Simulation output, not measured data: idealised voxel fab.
process module | voxel released beams
cross-section cut | 165 nm wide | cells 5 nm
A cross-section is a grid of square cells, given in bands from the top down. A band is one or more rows of cells.
Each band's line starts with the height of the band's top and of its bottom, in nm. Then come its materials from left to right, each with its width in nm. One material with "throughout" fills the band from edge to edge. "air" is empty space.
Height 0 is the level under which the wafer as received is all one material. The lowest band goes on downwards, as in "0 down".
A width such as "30 to 40" changes by the same amount from each row of cells to the next, from the band's top row to its bottom row.
"no change" after a step means that no cell of the cross-section changed.
closed voids: empty space of 8 cells or more with no open way to the top, each as width x height at its distance from the left edge, in nm
after a step's settings: what the simulator itself notes on the step
overlay nm, on a step with a mask: how far to the right of its planned place the mask lay; to the left if negative
plan
1 op RECEIVE | material Si
2 op CONFORMAL_DEP | material SiN | thk nm 5
3 op DIRECTIONAL_DEP | material SiO2 | thk nm 20
4 op MASKED_ETCH | tone open | mask id ANCHOR | width nm 35 | etch materials SiO2 | depth nm 20 | overlay nm 0
5 op CONFORMAL_DEP | material polySi | thk nm 15
6 op MASKED_ETCH | tone cover | mask id BEAM | width nm 95 | etch materials polySi | depth nm 15 | overlay nm 0
7 op STRIP | etch materials SiO2
as received, after step 1
  0 down: Si throughout
  closed voids: none
a wafer at the end: this start, this plan, one mistake
  55 to 40: air 30 | polySi 95 | air 40
  40 to 25: polySi throughout
  25 to 5: SiO2 35 | polySi 35 | SiO2 95
  5 to 0: SiN throughout
  0 down: Si throughout
  closed voids: none
what went wrong: step 5 was run twice
